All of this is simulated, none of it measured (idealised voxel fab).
Presented below is a process module, voxel self aligned vias.
Each square cell in cross-section cut measures 5 nm, and the section as a whole is 265 nm wide.
Square cells in a grid make up a cross-section in this document, and the grid is given as bands, listed from the top down, each one or more rows of cells. Quick guide to a band line: top height, bottom height (nm) up front; then every material left to right with its width in nm. Only one material and it's marked "throughout"? Then it fills the band edge to edge. And "blank" just means empty space. Counting heights begins at 0, where everything beneath is, in the wafer as received, one material. The lowest band has no bottom; it goes on downwards, as "top 0, no bottom" shows. The notation "30 to 40" denotes a width that varies across the rows of cells in the band, beginning at the first number in the top row, finishing at the second number in the bottom row, and changing by an identical amount from each row to the next. Step note "remained unchanged" = no cross-section cell changed. Closed empty spaces (no open way to the top) of 8 cells or more are what "Catalogued sealed voids" lists, each as width x height at distance from the left edge, nm for all three. What comes after the settings on a step's line is commentary from the simulator itself on that step. What "overlay nm" on a step's line means: if the step has a mask, that mask lay this far to the right of its planned place, or, when the value is negative, to the left.
The planned process steps are enumerated hereunder:
1 RECEIVE with material Si
2 CONFORMAL_DEP with material SiO2, thk nm 10
3 CONFORMAL_DEP with material SiCN, thk nm 5
4 DIRECTIONAL_DEP with material lowk, thk nm 25
5 MASKED_ETCH with tone open, mask id LINES, width nm 15, pitch nm 65, etch materials lowk, depth nm 25, overlay nm 0
6 CONFORMAL_DEP with material TiN, thk nm 5
7 FILL_DEP with material W, thk nm 5
8 CMP with height nm 40
9 SELECTIVE_ETCH with etch materials W Ru TiN, depth nm 10
10 FILL_DEP with material SiN, thk nm 10
11 CMP with height nm 40
12 DIRECTIONAL_DEP with material lowk, thk nm 15
13 DIRECTIONAL_DEP with material aC, thk nm 15
14 PATTERN with tone open, mask id VIAS, material resist, width nm 35, pitch nm 130, thk nm 30, overlay nm 0
15 DIRECTIONAL_ETCH with etch materials aC, depth nm 15
16 STRIP with etch materials resist
17 DIRECTIONAL_ETCH with etch materials lowk, depth nm 15
18 DIRECTIONAL_ETCH with etch materials SiN, depth nm 10
19 STRIP with etch materials aC
20 CONFORMAL_DEP with material TiN, thk nm 5
21 FILL_DEP with material Cu, thk nm 5
22 CMP with height nm 55
23 CONFORMAL_DEP with material SiCN, thk nm 5
The plan's step 5 width nm is the first wafer's value; the wafers differ in this setting and start identical.
Cross-section of the first of several wafers as received (after step 1):
  top 0, no bottom  Si throughout
  Catalogued sealed voids: none
Post step 23, the closing step of the module: first of several wafers, cross-sectioned:
  top 60, bottom 55  SiCN throughout
  top 55, bottom 45  lowk 50 nm; TiN 5 nm; Cu 25 nm; TiN 5 nm; lowk 95 nm; TiN 5 nm; Cu 25 nm; TiN 5 nm; lowk 50 nm
  top 45, bottom 40  lowk 50 nm; TiN 15 nm; Cu 5 nm; TiN 15 nm; lowk 95 nm; TiN 15 nm; Cu 5 nm; TiN 15 nm; lowk 50 nm
  top 40, bottom 35  lowk 60 nm; TiN 5 nm; Cu 5 nm; TiN 5 nm; lowk 50 nm; SiN 15 nm; lowk 50 nm; TiN 5 nm; Cu 5 nm; TiN 5 nm; lowk 60 nm
  top 35, bottom 30  lowk 60 nm; TiN 15 nm; lowk 50 nm; SiN 15 nm; lowk 50 nm; TiN 15 nm; lowk 60 nm
  top 30, bottom 20  lowk 60 nm; TiN 5 nm; W 5 nm; TiN 5 nm; lowk 50 nm; TiN 5 nm; W 5 nm; TiN 5 nm; lowk 50 nm; TiN 5 nm; W 5 nm; TiN 5 nm; lowk 60 nm
  top 20, bottom 15  lowk 60 nm; TiN 15 nm; lowk 50 nm; TiN 15 nm; lowk 50 nm; TiN 15 nm; lowk 60 nm
  top 15, bottom 10  SiCN throughout
  top 10, bottom 0  SiO2 throughout
  top 0, no bottom  Si throughout
  Catalogued sealed voids: none
End of module, last wafer sectioned:
  top 60, bottom 55  SiCN throughout
  top 55, bottom 40  lowk 50 nm; TiN 5 nm; Cu 25 nm; TiN 5 nm; lowk 95 nm; TiN 5 nm; Cu 25 nm; TiN 5 nm; lowk 50 nm
  top 40, bottom 35  lowk 50 nm; TiN 5 nm; Cu 25 nm; TiN 5 nm; SiN 5 nm; lowk 25 nm; SiN 40 nm; lowk 25 nm; TiN 5 nm; Cu 25 nm; TiN 5 nm; SiN 5 nm; lowk 45 nm
  top 35, bottom 30  lowk 50 nm; TiN 35 nm; SiN 5 nm; lowk 25 nm; SiN 40 nm; lowk 25 nm; TiN 35 nm; SiN 5 nm; lowk 45 nm
  top 30, bottom 20  lowk 50 nm; TiN 5 nm; W 30 nm; TiN 5 nm; lowk 25 nm; TiN 5 nm; W 30 nm; TiN 5 nm; lowk 25 nm; TiN 5 nm; W 30 nm; TiN 5 nm; lowk 45 nm
  top 20, bottom 15  lowk 50 nm; TiN 40 nm; lowk 25 nm; TiN 40 nm; lowk 25 nm; TiN 40 nm; lowk 45 nm
  top 15, bottom 10  SiCN throughout
  top 10, bottom 0  SiO2 throughout
  top 0, no bottom  Si throughout
  Catalogued sealed voids: none
Per-wafer rows below. For each material: cells gained (+) or lost (-) since the wafer was received, as of end of module. Then: closed voids:
width nm 15, +24 Cu, +106 SiCN, +6 SiN, +106 SiO2, +51 TiN, +6 W, +337 lowk, Catalogued sealed voids: none
width nm 20, +28 Cu, +106 SiCN, +8 SiN, +106 SiO2, +54 TiN, +12 W, +322 lowk, Catalogued sealed voids: none
width nm 25, +32 Cu, +106 SiCN, +10 SiN, +106 SiO2, +57 TiN, +18 W, +307 lowk, Catalogued sealed voids: none
width nm 30, +36 Cu, +106 SiCN, +12 SiN, +106 SiO2, +60 TiN, +24 W, +292 lowk, Catalogued sealed voids: none
width nm 35, +40 Cu, +106 SiCN, +14 SiN, +106 SiO2, +63 TiN, +30 W, +277 lowk, Catalogued sealed voids: none
width nm 40, +40 Cu, +106 SiCN, +20 SiN, +106 SiO2, +66 TiN, +36 W, +262 lowk, Catalogued sealed voids: none
